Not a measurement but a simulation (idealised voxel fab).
Name of the process module below: voxel self aligned vias
Section shown: cut. Width: 220 nm. Cell size: 5 nm, square.
If you're reading a cross-section in this doc, picture square cells in a grid; it comes to you as bands, top ones listed first down to the bottom, and a band can be one or more rows of cells. For a band, the entry starts with two heights in nm, that of the top and then that of the bottom, and carries on with the band's materials in order from left to right, each alongside its width in nm; the word "everywhere" beside a single material means it fills the band edge to edge, and "empty" means empty space. Heights are expressed relative to 0, this being the level below which the as-received wafer comprises one material exclusively. The lowest band is unbounded in the downward direction and is denoted as in "0 and below". Width: "30 to 40" (first number = top row, second number = bottom row, same change from row to row of cells). "same as before" (step): cross-section cells unchanged, all of them. Closed-off voids of 8+ cells (no open route to the top) go in "Enclosed void catalog", written width x height at distance from the left edge, in nm. Heads up: the bit after the settings on a step's line is the simulator's remark on that step. overlay nm, on a step with a mask: how far to the right of its planned place the mask lay; to the left if negative.
-- Set out below are the planned steps of the process
1: RECEIVE [material Si]
2: CONFORMAL_DEP [material SiO2] [thk nm 15]
3: CONFORMAL_DEP [material SiCN] [thk nm 5]
4: DIRECTIONAL_DEP [material lowk] [thk nm 20]
5: DIRECTIONAL_DEP [material aC] [thk nm 10]
6: PATTERN [tone open] [mask id LINES] [material resist] [width nm 25] [pitch nm 55] [thk nm 25] [overlay nm 0]
7: DIRECTIONAL_ETCH [etch materials aC] [depth nm 10]
8: STRIP [etch materials resist]
9: DIRECTIONAL_ETCH [etch materials lowk] [depth nm 20]
10: STRIP [etch materials aC]
11: CONFORMAL_DEP [material TiN] [thk nm 5]
12: FILL_DEP [material W] [thk nm 10]
13: CMP [height nm 40]
14: SELECTIVE_ETCH [etch materials W Ru TiN] [depth nm 5]
15: FILL_DEP [material SiN] [thk nm 10]
16: CMP [height nm 40]
17: DIRECTIONAL_DEP [material lowk] [thk nm 20]
18: PATTERN [tone open] [mask id VIAS] [material resist] [width nm 35] [pitch nm 110] [thk nm 15] [overlay nm 0]
19: DIRECTIONAL_ETCH [etch materials lowk] [depth nm 20]
20: DIRECTIONAL_ETCH [etch materials SiN] [depth nm 5]
21: STRIP [etch materials resist]
22: CONFORMAL_DEP [material TiN] [thk nm 5]
23: FILL_DEP [material Cu] [thk nm 10]
24: CMP [height nm 60]
25: CONFORMAL_DEP [material SiN] [thk nm 5]
-- The first wafer of two, processed as planned
-- Here's what the wafer looked like in cross-section when it arrived - that's after step 1
    0 and below: Si everywhere
    Enclosed void catalog: none
-- You're looking at a cross-section of the wafer after step 2
    15 down to 0: SiO2 everywhere
    All layers under 0 are left as they were.
-- You're looking at a cross-section of the wafer after step 3
    20 down to 15: SiCN everywhere
    All layers under 15 are left as they were.
-- You're looking at a cross-section of the wafer after step 4
    40 down to 20: lowk everywhere
    All layers under 20 are left as they were.
-- You're looking at a cross-section of the wafer after step 5
    50 down to 40: aC everywhere
    All layers under 40 are left as they were.
-- You're looking at a cross-section of the wafer after step 6
    75 down to 50: resist=40; empty=25; resist=30; empty=25; resist=30; empty=25; resist=45
    All layers under 50 are left as they were.
-- You're looking at a cross-section of the wafer after step 7
    65 down to 50: resist=40; empty=25; resist=30; empty=25; resist=30; empty=25; resist=45
    50 down to 40: aC=40; empty=25; aC=30; empty=25; aC=30; empty=25; aC=45
    All layers under 40 are left as they were.
-- You're looking at a cross-section of the wafer after step 8
    50 down to 40: aC=40; empty=25; aC=30; empty=25; aC=30; empty=25; aC=45
    All layers under 40 are left as they were.
-- You're looking at a cross-section of the wafer after step 9
    50 down to 40: aC=40; empty=25; aC=30; empty=25; aC=30; empty=25; aC=45
    40 down to 20: lowk=40; empty=25; lowk=30; empty=25; lowk=30; empty=25; lowk=45
    All layers under 20 are left as they were.
-- You're looking at a cross-section of the wafer after step 10
    40 down to 20: lowk=40; empty=25; lowk=30; empty=25; lowk=30; empty=25; lowk=45
    All layers under 20 are left as they were.
-- You're looking at a cross-section of the wafer after step 11
    45 down to 40: TiN=45; empty=15; TiN=40; empty=15; TiN=40; empty=15; TiN=50
    40 down to 25: lowk=40; TiN=5; empty=15; TiN=5; lowk=30; TiN=5; empty=15; TiN=5; lowk=30; TiN=5; empty=15; TiN=5; lowk=45
    25 down to 20: lowk=40; TiN=25; lowk=30; TiN=25; lowk=30; TiN=25; lowk=45
    All layers under 20 are left as they were.
-- You're looking at a cross-section of the wafer after step 12
    55 down to 45: W everywhere
    45 down to 40: TiN=45; W=15; TiN=40; W=15; TiN=40; W=15; TiN=50
    40 down to 25: lowk=40; TiN=5; W=15; TiN=5; lowk=30; TiN=5; W=15; TiN=5; lowk=30; TiN=5; W=15; TiN=5; lowk=45
    All layers under 25 are left as they were.
-- You're looking at a cross-section of the wafer after step 13
    40 down to 25: lowk=40; TiN=5; W=15; TiN=5; lowk=30; TiN=5; W=15; TiN=5; lowk=30; TiN=5; W=15; TiN=5; lowk=45
    All layers under 25 are left as they were.
-- You're looking at a cross-section of the wafer after step 14
    40 down to 35: lowk=40; empty=25; lowk=30; empty=25; lowk=30; empty=25; lowk=45
    All layers under 35 are left as they were.
-- You're looking at a cross-section of the wafer after step 15
    50 down to 40: SiN everywhere
    40 down to 35: lowk=40; SiN=25; lowk=30; SiN=25; lowk=30; SiN=25; lowk=45
    All layers under 35 are left as they were.
-- You're looking at a cross-section of the wafer after step 16
    40 down to 35: lowk=40; SiN=25; lowk=30; SiN=25; lowk=30; SiN=25; lowk=45
    All layers under 35 are left as they were.
-- You're looking at a cross-section of the wafer after step 17
    60 down to 40: lowk everywhere
    All layers under 40 are left as they were.
-- You're looking at a cross-section of the wafer after step 18
    75 down to 60: resist=35; empty=35; resist=75; empty=35; resist=40
    All layers under 60 are left as they were.
-- You're looking at a cross-section of the wafer after step 19
    75 down to 60: resist=35; empty=35; resist=75; empty=35; resist=40
    60 down to 40: lowk=35; empty=35; lowk=75; empty=35; lowk=40
    All layers under 40 are left as they were.
-- You're looking at a cross-section of the wafer after step 20
    75 down to 60: resist=35; empty=35; resist=75; empty=35; resist=40
    60 down to 40: lowk=35; empty=35; lowk=75; empty=35; lowk=40
    40 down to 35: lowk=40; empty=25; lowk=30; SiN=25; lowk=30; empty=25; lowk=45
    All layers under 35 are left as they were.
-- You're looking at a cross-section of the wafer after step 21
    60 down to 40: lowk=35; empty=35; lowk=75; empty=35; lowk=40
    All layers under 40 are left as they were.
-- You're looking at a cross-section of the wafer after step 22
    65 down to 60: TiN=40; empty=25; TiN=85; empty=25; TiN=45
    60 down to 45: lowk=35; TiN=5; empty=25; TiN=5; lowk=75; TiN=5; empty=25; TiN=5; lowk=40
    45 down to 40: lowk=35; TiN=10; empty=15; TiN=10; lowk=75; TiN=10; empty=15; TiN=10; lowk=40
    40 down to 35: lowk=40; TiN=25; lowk=30; SiN=25; lowk=30; TiN=25; lowk=45
    All layers under 35 are left as they were.
-- You're looking at a cross-section of the wafer after step 23
    75 down to 65: Cu everywhere
    65 down to 60: TiN=40; Cu=25; TiN=85; Cu=25; TiN=45
    60 down to 45: lowk=35; TiN=5; Cu=25; TiN=5; lowk=75; TiN=5; Cu=25; TiN=5; lowk=40
    45 down to 40: lowk=35; TiN=10; Cu=15; TiN=10; lowk=75; TiN=10; Cu=15; TiN=10; lowk=40
    All layers under 40 are left as they were.
-- You're looking at a cross-section of the wafer after step 24
    60 down to 45: lowk=35; TiN=5; Cu=25; TiN=5; lowk=75; TiN=5; Cu=25; TiN=5; lowk=40
    All layers under 45 are left as they were.
-- You're looking at a cross-section of the wafer after step 25
    65 down to 60: SiN everywhere
    All layers under 60 are left as they were.
-- Second Wafer (Identical Start and Plan, One Processing Error; Matches First Wafer Through Step 22)
-- Second wafer shown in cross-section at the time step 23 was slated to end
    75 down to 65: W everywhere
    65 down to 60: TiN=40; W=25; TiN=85; W=25; TiN=45
    60 down to 45: lowk=35; TiN=5; W=25; TiN=5; lowk=75; TiN=5; W=25; TiN=5; lowk=40
    45 down to 40: lowk=35; TiN=10; W=15; TiN=10; lowk=75; TiN=10; W=15; TiN=10; lowk=40
    All layers under 40 are left as they were.
-- Second wafer shown in cross-section at the time step 24 was slated to end
    60 down to 45: lowk=35; TiN=5; W=25; TiN=5; lowk=75; TiN=5; W=25; TiN=5; lowk=40
    All layers under 45 are left as they were.
-- Second wafer shown in cross-section at the time step 25 was slated to end
    65 down to 60: SiN everywhere
    All layers under 60 are left as they were.
Run error: step 23 went in with a setting other than planned; the actual run was FILL_DEP [material W] [thk nm 10]
The second wafer ends with more or fewer cells of some materials than the first, per final count: 36 fewer of Cu | 36 more of W
